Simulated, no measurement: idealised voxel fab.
Process module in this document: voxel transistor to metal
Cross-sectional view cut (width: 300 nm; square cell size: 5 nm).
Think of the cross-section as a grid of square cells. We describe it in bands, top to bottom, and each band covers one or more rows of those cells.
Top, bottom (nm), then materials left to right with widths (nm); lone material tagged "throughout" fills the whole band edge to edge; "blank" = empty space.
Counting heights begins at 0, where everything beneath is, in the wafer as received, one material. The lowest band has no bottom; it goes on downwards, as "top 0, no bottom" shows.
The notation "30..40" denotes a width that varies across the rows of cells in the band, beginning at the first number in the top row, finishing at the second number in the bottom row, and changing by an identical amount from each row to the next.
No cell of the cross-section changed in a step that is given as "stayed the same".
"Closed void inventory" enumerates empty spaces isolated from the top, with no open way to it, that contain at least 8 cells, giving each as width x height at distance from the left edge, all three in nm.
Formally, on a step line, whatever follows the settings is a remark that the simulator itself makes on the step.
overlay nm: for a step with a mask, the amount by which the mask lay right of where it was planned; a negative amount means left of it.
Set out below are the planned steps of the process
- 1: RECEIVE with material Si
- 2: CONFORMAL_DEP with material SiO2, thk nm 5
- 3: CONFORMAL_DEP with material SiN, thk nm 10
- 4: DIRECTIONAL_DEP with material aC, thk nm 15
- 5: PATTERN with tone cover, mask id ACTIVE, material resist, width nm 120, pitch nm 140, thk nm 30, overlay nm 0
- 6: DIRECTIONAL_ETCH with etch materials aC, depth nm 15
- 7: STRIP with etch materials resist
- 8: DIRECTIONAL_ETCH with etch materials SiN, depth nm 10
- 9: DIRECTIONAL_ETCH with etch materials SiO2, depth nm 5
- 10: DIRECTIONAL_ETCH with etch materials Si, depth nm 20
- 11: STRIP with etch materials aC
- 12: OXIDIZE with depth nm 5
- 13: FILL_DEP with material SiO2, thk nm 10
- 14: CMP with height nm 15
- 15: SELECTIVE_ETCH with etch materials SiO2, depth nm 10
- 16: STRIP with etch materials SiN
- 17: SELECTIVE_ETCH with etch materials SiO2, depth nm 5
- 18: OXIDIZE with depth nm 5
- 19: DIRECTIONAL_DEP with material polySi, thk nm 25
- 20: DIRECTIONAL_DEP with material SiCN, thk nm 15
- 21: PATTERN with tone cover, mask id GATE, material resist, width nm 30, pitch nm 140, thk nm 15, overlay nm 0
- 22: DIRECTIONAL_ETCH with etch materials SiCN, depth nm 25
- 23: DIRECTIONAL_ETCH with etch materials polySi, depth nm 35
- 24: STRIP with etch materials resist
- 25: CONFORMAL_DEP with material SiN, thk nm 5
- 26: DIRECTIONAL_ETCH with etch materials SiN, depth nm 5
- 27: DIRECTIONAL_ETCH with etch materials SiO2, depth nm 5
- 28: DIRECTIONAL_ETCH with etch materials Si, depth nm 5
- 29: EPI with material nSi, thk nm 10
- 30: FILL_DEP with material SiO2, thk nm 10
- 31: CMP with height nm 25
- 32: STRIP with etch materials polySi
- 33: SELECTIVE_ETCH with etch materials SiO2, depth nm 5
- 34: CONFORMAL_DEP with material HfO2, thk nm 5
- 35: CONFORMAL_DEP with material TiN, thk nm 5
- 36: FILL_DEP with material W, thk nm 10
- 37: CMP with height nm 20
- 38: DIRECTIONAL_DEP with material SiO2, thk nm 10
- 39: DIRECTIONAL_DEP with material aC, thk nm 10
- 40: PATTERN with tone open, mask id CONTACT, material resist, width nm 20, thk nm 30, overlay nm 0
- 41: DIRECTIONAL_ETCH with etch materials aC, depth nm 10
- 42: STRIP with etch materials resist
- 43: DIRECTIONAL_ETCH with etch materials SiO2, depth nm 30
- 44: STRIP with etch materials aC
- 45: CONFORMAL_DEP with material TiN, thk nm 5
- 46: FILL_DEP with material W, thk nm 10
- 47: CMP with height nm 30
- 48: CONFORMAL_DEP with material SiN, thk nm 5
- 49: DIRECTIONAL_DEP with material SiO2, thk nm 15
- 50: PATTERN with tone open, mask id METAL_1, material resist, width nm 20, thk nm 15, overlay nm 0
- 51: DIRECTIONAL_ETCH with etch materials SiO2, depth nm 15
- 52: DIRECTIONAL_ETCH with etch materials SiN, depth nm 5
- 53: STRIP with etch materials resist
- 54: CONFORMAL_DEP with material TiN, thk nm 5
- 55: FILL_DEP with material Ru, thk nm 5
- 56: CMP with height nm 50
- 57: EPI with material Ru, thk nm 5
- 58: FILL_DEP with material SiCN, thk nm 5
- 59: DIRECTIONAL_DEP with material SiO2, thk nm 30
- 60: DIRECTIONAL_DEP with material aC, thk nm 10
- 61: PATTERN with tone open, mask id METAL_2, material resist, width nm 20, pitch nm 140, thk nm 30, overlay nm 0
- 62: DIRECTIONAL_ETCH with etch materials aC, depth nm 10
- 63: STRIP with etch materials resist
- 64: DIRECTIONAL_ETCH with etch materials SiO2, depth nm 15
- 65: STRIP with etch materials aC
- 66: MASKED_ETCH with tone open, mask id METAL_2_HOLES, width nm 15, pitch nm 140, etch materials SiO2, depth nm 15, overlay nm 0
- 67: MASKED_ETCH with tone open, mask id METAL_2_HOLES, width nm 15, pitch nm 140, etch materials SiCN, depth nm 5, overlay nm 0
- 68: CONFORMAL_DEP with material TiN, thk nm 5
- 69: FILL_DEP with material Cu, thk nm 5
- 70: CMP with height nm 90
- 71: CONFORMAL_DEP with material SiN, thk nm 5
Incoming wafer in cross-section (state: after step 1)
top 0, no bottom: Si throughout
Closed void inventory: none
Figure: cross-sectional view of the wafer upon completion of the module, processed from the initial state and according to the plan depicted above, with one error introduced during execution
top 95, bottom 90: SiN throughout
top 90, bottom 80: SiO2 30 nm | TiN 5 nm | Cu 10 nm | TiN 5 nm | SiO2 120 nm | TiN 5 nm | Cu 10 nm | TiN 5 nm | SiO2 110 nm
top 80, bottom 75: SiO2 30 nm | TiN 5 nm | Cu 5 nm | TiN 10 nm | SiO2 120 nm | TiN 5 nm | Cu 5 nm | TiN 10 nm | SiO2 110 nm
top 75, bottom 60: SiO2 30 nm | TiN 5 nm | Cu 5 nm | TiN 5 nm | SiO2 125 nm | TiN 5 nm | Cu 5 nm | TiN 5 nm | SiO2 115 nm
top 60, bottom 55: SiCN 30 nm | TiN 15 nm | SiCN 125 nm | TiN 15 nm | SiCN 115 nm
top 55, bottom 50: SiCN 25 nm | Ru 30 nm | SiCN 50 nm | Ru 30 nm | SiCN 30 nm | Ru 30 nm | SiCN 50 nm | Ru 30 nm | SiCN 25 nm
top 50, bottom 35: SiO2 30 nm | TiN 5 nm | Ru 10 nm | TiN 5 nm | SiO2 60 nm | TiN 5 nm | Ru 10 nm | TiN 5 nm | SiO2 40 nm | TiN 5 nm | Ru 10 nm | TiN 5 nm | SiO2 60 nm | TiN 5 nm | Ru 10 nm | TiN 5 nm | SiO2 30 nm
top 35, bottom 30: SiN 30 nm | TiN 20 nm | SiN 60 nm | TiN 20 nm | SiN 40 nm | TiN 20 nm | SiN 60 nm | TiN 20 nm | SiN 30 nm
top 30, bottom 20: SiO2 30 nm | TiN 5 nm | W 10 nm | TiN 5 nm | SiO2 60 nm | TiN 5 nm | W 10 nm | TiN 5 nm | SiO2 40 nm | TiN 5 nm | W 10 nm | TiN 5 nm | SiO2 60 nm | TiN 5 nm | W 10 nm | TiN 5 nm | SiO2 30 nm
top 20, bottom 5: SiO2 30 nm | TiN 5 nm | W 10 nm | TiN 5 nm | SiO2 10 nm | SiN 5 nm | HfO2 5 nm | TiN 5 nm | W 10 nm | TiN 5 nm | HfO2 5 nm | SiN 5 nm | SiO2 10 nm | TiN 5 nm | W 10 nm | TiN 5 nm | SiO2 40 nm | TiN 5 nm | W 10 nm | TiN 5 nm | SiO2 10 nm | SiN 5 nm | HfO2 5 nm | TiN 5 nm | W 10 nm | TiN 5 nm | HfO2 5 nm | SiN 5 nm | SiO2 10 nm | TiN 5 nm | W 10 nm | TiN 5 nm | SiO2 30 nm
top 5, bottom 0: SiO2 30 nm | TiN 20 nm | SiO2 10 nm | SiN 5 nm | HfO2 5 nm | TiN 20 nm | HfO2 5 nm | SiN 5 nm | SiO2 10 nm | TiN 20 nm | SiO2 40 nm | TiN 20 nm | SiO2 10 nm | SiN 5 nm | HfO2 5 nm | TiN 20 nm | HfO2 5 nm | SiN 5 nm | SiO2 10 nm | TiN 20 nm | SiO2 30 nm
top 0, bottom -5: nSi 20 nm | SiO2 40 nm | HfO2 40 nm | SiO2 40 nm | nSi 20 nm | SiO2 40 nm | HfO2 40 nm | SiO2 40 nm | nSi 20 nm
top -5, bottom -10: nSi 15 nm | SiO2 130 nm | nSi 10 nm | SiO2 130 nm | nSi 15 nm
top -10, bottom -25: Si 15 nm | SiO2 130 nm | Si 10 nm | SiO2 130 nm | Si 15 nm
top -25, no bottom: Si throughout
Closed void inventory: none
Error vs. plan: contrary to plan, step 5 was performed as PATTERN with tone open, mask id ACTIVE, material resist, width nm 120, pitch nm 140, thk nm 30, overlay nm 0
